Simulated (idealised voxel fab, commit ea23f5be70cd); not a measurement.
The process module that follows is named voxel air gaps.
For reference, the cross-section in this document is cut, with width 265 nm and square cells of 5 nm.
Cross-section, as written here: a square-cell grid given band by band from the top down, where a band holds one or more rows of cells.
For a band, the entry starts with two heights in nm, that of the top and then that of the bottom, and carries on with the band's materials in order from left to right, each alongside its width in nm; the word "all across" beside a single material means it fills the band edge to edge, and "air" means empty space.
Heights are reckoned from 0. Under this level, the received wafer is all of one material. The bottommost band is open-ended downward, for example "z 0 and below".
Width: "30..40" (first number = top row, second number = bottom row, same change from row to row of cells).
The cross-section has no changed cell in any step marked "changes: none".
"Closed void list" contains a list of empty spaces, each no smaller than 8 cells and without an open way to the top, written in the form width x height at distance with the distance from the left edge and all three in nm.
What comes after the settings on a step's line is commentary from the simulator itself on that step.
"overlay nm" denotes, for a step that has a mask, the displacement of the mask to the right of its planned place, with negative values corresponding to the left.

This section lists the process steps that were planned:
1: RECEIVE,material Si
2: CONFORMAL_DEP,material SiO2,thk nm 10
3: CONFORMAL_DEP,material SiCN,thk nm 5
4: DIRECTIONAL_DEP,material lowk,thk nm 40
5: MASKED_ETCH,tone open,mask id LINES,width nm 20,pitch nm 45,etch materials lowk,depth nm 40,overlay nm 0
6: CONFORMAL_DEP,material TiN,thk nm 5
7: FILL_DEP,material W,thk nm 5
8: CMP,height nm 55
9: EPI,material Ru,thk nm 10
10: SELECTIVE_ETCH,etch materials lowk,depth nm 50
11: CONFORMAL_DEP,material SiCN,thk nm 5

Incoming wafer in cross-section (state: after step 1):
- z 0 and below  Si all across
- Closed void list: none

Cross-section, end of module. Start: as above. Plan: as above. Execution: one mistake:
- z 70 to 65  SiCN all across
- z 65 to 55  Ru all across
- z 55 to 20  70 of W, then 5 of TiN, then 20 of lowk, then 5 of TiN, then 15 of W, then 5 of TiN, then 20 of lowk, then 5 of TiN, then 15 of W, then 5 of TiN, then 20 of lowk, then 5 of TiN, then 75 of W
- z 20 to 15  75 of TiN, then 20 of lowk, then 25 of TiN, then 20 of lowk, then 25 of TiN, then 20 of lowk, then 80 of TiN
- z 15 to 10  SiCN all across
- z 10 to 0  SiO2 all across
- z 0 and below  Si all across
- Closed void list: none
What broke from the plan during processing? step 5 did not use the planned setting and instead ran as MASKED_ETCH,tone cover,mask id LINES,width nm 20,pitch nm 45,etch materials lowk,depth nm 40,overlay nm 0
